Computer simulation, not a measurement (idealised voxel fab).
process module | voxel released beams
cross-section cut | 260 nm wide | cells 5 nm
A cross-section is a grid of square cells, given in bands from the top down. A band is one or more rows of cells.
Each band's line starts with the height of the band's top and of its bottom, in nm. Then come its materials from left to right, each with its width in nm. One material with "throughout" fills the band from edge to edge. "air" is empty space.
Height 0 is the level under which the wafer as received is all one material. The lowest band goes on downwards, as in "0 down".
A width such as "30 to 40" changes by the same amount from each row of cells to the next, from the band's top row to its bottom row.
"no change" after a step means that no cell of the cross-section changed.
closed voids: empty space of 8 cells or more with no open way to the top, each as width x height at its distance from the left edge, in nm
after a step's settings: what the simulator itself notes on the step
overlay nm, on a step with a mask: how far to the right of its planned place the mask lay; to the left if negative
plan
1 op RECEIVE | material Si
2 op CONFORMAL_DEP | material Al2O3 | thk nm 10
3 op DIRECTIONAL_DEP | material SiO2 | thk nm 20
4 op MASKED_ETCH | tone open | mask id ANCHOR | width nm 45 | etch materials SiO2 | depth nm 20 | overlay nm 0
5 op CONFORMAL_DEP | material W | thk nm 15
6 op MASKED_ETCH | tone cover | mask id BEAM | width nm 95 | etch materials W | depth nm 15 | overlay nm 0
7 op STRIP | etch materials SiO2
first wafer, as planned
as received, after step 1
  0 down: Si throughout
  closed voids: none
after step 2
  10 to 0: Al2O3 throughout
  below 0: unchanged
after step 3
  30 to 10: SiO2 throughout
  below 10: unchanged
after step 4
  30 to 10: SiO2 85 | air 45 | SiO2 130
  below 10: unchanged
after step 5
  45 to 30: W 100 | air 15 | W 145
  30 to 25: SiO2 85 | W 15 | air 15 | W 15 | SiO2 130
  25 to 10: SiO2 85 | W 45 | SiO2 130
  below 10: unchanged
after step 6
  45 to 30: air 80 | W 20 | air 15 | W 60 | air 85
  below 30: unchanged
after step 7
  45 to 30: air 80 | W 20 | air 15 | W 60 | air 85
  30 to 25: air 85 | W 15 | air 15 | W 15 | air 130
  25 to 10: air 85 | W 45 | air 130
  below 10: unchanged
second wafer: like start, like plan, one mistake. Through step 5 it matches the first wafer
when step 6 should have ended
  45 to 30: W 80 | air 95 | W 85
  30 to 10: SiO2 85 | W 15 | air 15 | W 15 | SiO2 130
  below 10: unchanged
when step 7 should have ended
  30 to 10: air 85 | W 15 | air 15 | W 15 | air 130
  below 10: unchanged
what went wrong: step 6 ran as: op MASKED_ETCH | tone open | mask id BEAM | width nm 95 | etch materials W | depth nm 15 | overlay nm 0
at the end the second wafer has, in cells: 57 fewer of W
